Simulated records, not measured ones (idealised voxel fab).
process module | voxel self aligned contacts
cross-section cut | 285 nm wide | cells 5 nm
A cross-section is a grid of square cells, given in bands from the top down. A band is one or more rows of cells.
Each band's line starts with the height of the band's top and of its bottom, in nm. Then come its materials from left to right, each with its width in nm. One material with "throughout" fills the band from edge to edge. "air" is empty space.
Height 0 is the level under which the wafer as received is all one material. The lowest band goes on downwards, as in "0 down".
A width such as "30 to 40" changes by the same amount from each row of cells to the next, from the band's top row to its bottom row.
"no change" after a step means that no cell of the cross-section changed.
closed voids: empty space of 8 cells or more with no open way to the top, each as width x height at its distance from the left edge, in nm
after a step's settings: what the simulator itself notes on the step
overlay nm, on a step with a mask: how far to the right of its planned place the mask lay; to the left if negative
plan
1 op RECEIVE | material Si
2 op OXIDIZE | depth nm 5
3 op DIRECTIONAL_DEP | material polySi | thk nm 20
4 op DIRECTIONAL_DEP | material SiN | thk nm 20
5 op MASKED_ETCH | tone cover | mask id GATE | width nm 30 | pitch nm 60 | etch materials SiN | depth nm 20 | overlay nm 0
6 op MASKED_ETCH | tone cover | mask id GATE | width nm 30 | pitch nm 60 | etch materials polySi | depth nm 20 | overlay nm 0
7 op CONFORMAL_DEP | material SiN | thk nm 5
8 op DIRECTIONAL_ETCH | etch materials SiN | depth nm 5
9 op FILL_DEP | material SiO2 | thk nm 15
10 op CMP | height nm 45
11 op MASKED_ETCH | tone open | mask id CONTACT | width nm 40 | etch materials SiO2 | depth nm 50 | overlay nm 0
12 op CONFORMAL_DEP | material TiN | thk nm 5
13 op FILL_DEP | material W | thk nm 10
14 op CMP | height nm 45
15 op CONFORMAL_DEP | material SiN | thk nm 5
as received, after step 1
  0 down: Si throughout
  closed voids: none
first wafer at the end, as planned
  50 to 45: SiN throughout
  45 to 40: SiO2 120 | TiN 15 | W 10 | TiN 15 | SiO2 125
  40 to 20: SiO2 90 | SiN 40 | TiN 5 | W 10 | TiN 5 | SiN 40 | SiO2 95
  20 to 0: SiO2 90 | SiN 5 | polySi 30 | SiN 5 | TiN 5 | W 10 | TiN 5 | SiN 5 | polySi 30 | SiN 5 | SiO2 95
  0 to -5: SiO2 130 | TiN 20 | SiO2 135
  -5 down: Si throughout
  closed voids: none
second wafer at the end: like start, like plan, one mistake
  50 to 45: SiN throughout
  45 to 40: SiO2 120 | TiN 15 | W 10 | TiN 15 | SiO2 125
  40 to 20: SiO2 90 | SiN 40 | TiN 5 | W 10 | TiN 5 | SiN 40 | SiO2 95
  20 to 5: SiO2 90 | SiN 5 | polySi 30 | SiN 5 | TiN 5 | W 10 | TiN 5 | SiN 5 | polySi 30 | SiN 5 | SiO2 95
  5 to 0: SiO2 90 | SiN 5 | polySi 30 | SiN 5 | TiN 20 | SiN 5 | polySi 30 | SiN 5 | SiO2 95
  0 down: Si throughout
  closed voids: none
what went wrong: step 2 was left out
at the end the second wafer has, in cells: 57 more of Si | 53 fewer of SiO2 | 2 fewer of TiN | 2 fewer of W
